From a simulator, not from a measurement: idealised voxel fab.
process module | voxel trench capacitor
Section shown: cut. Width: 175 nm. Cell size: 5 nm, square.
A cross-section is written here as square cells arranged in a grid, and it is given in bands from the top down, each band taking up one or more rows of cells.
In this notation a band is specified by the heights of its top and bottom, in that order and in nm, after which its materials appear from left to right, each paired with its width in nm. The word "throughout" attached to a single material means that material fills the band from edge to edge; the word "blank" stands for empty space.
Counting heights begins at 0, where everything beneath is, in the wafer as received, one material. The lowest band has no bottom; it goes on downwards, as "z 0 and below" shows.
The notation "30->40" denotes a width that varies across the rows of cells in the band, beginning at the first number in the top row, finishing at the second number in the bottom row, and changing by an identical amount from each row to the next.
Key: "nothing altered" - step with no changed cell in the cross-section.
Look at "Closed void list" for the closed voids: empty spaces with no open path to the top, sized 8 cells or up. Each is width x height at distance, distance from the left edge, all nm.
Heads up: the bit after the settings on a step's line is the simulator's remark on that step.
overlay nm: on a step with a mask, how far right of its planned place the mask lay; negative means left.

-- So here's the lineup of process steps we planned
step 1: RECEIVE: material Si
step 2: CONFORMAL_DEP: material SiN, thk nm 10
step 3: PATTERN: tone open, mask id TRENCH, material resist, width nm 25, pitch nm 45, thk nm 15, overlay nm -15
step 4: DIRECTIONAL_ETCH: etch materials SiN, depth nm 10
step 5: DIRECTIONAL_ETCH: etch materials Si, depth nm 40
step 6: STRIP: etch materials resist
step 7: CONFORMAL_DEP: material HfO2, thk nm 5
step 8: CONFORMAL_DEP: material TiN, thk nm 5
step 9: FILL_DEP: material W, thk nm 5
step 10: CMP: height nm 10
varied across the wafers: overlay nm of step 3. The plan shows the first wafer's value. All wafers start alike

-- The first of several wafers as received, shown in cross-section; this is its state after step 1
- z 0 and below = Si throughout
- Closed void list: none

-- Each row below is a wafer at the end of the module, listing for every material the number of cells it has gained (+) or lost (-) since it was received, followed by its closed voids
overlay nm -15, +46 HfO2, -80 Si, +50 SiN, +38 TiN, +16 W, Closed void list: none
overlay nm -10, +46 HfO2, -80 Si, +50 SiN, +38 TiN, +16 W, Closed void list: none
overlay nm -5, +46 HfO2, -80 Si, +50 SiN, +38 TiN, +16 W, Closed void list: none
overlay nm 0, +46 HfO2, -80 Si, +50 SiN, +38 TiN, +16 W, Closed void list: none
overlay nm 5, +46 HfO2, -80 Si, +50 SiN, +38 TiN, +16 W, Closed void list: none
overlay nm 10, +46 HfO2, -80 Si, +50 SiN, +38 TiN, +16 W, Closed void list: none
overlay nm 15, +46 HfO2, -80 Si, +50 SiN, +38 TiN, +16 W, Closed void list: none
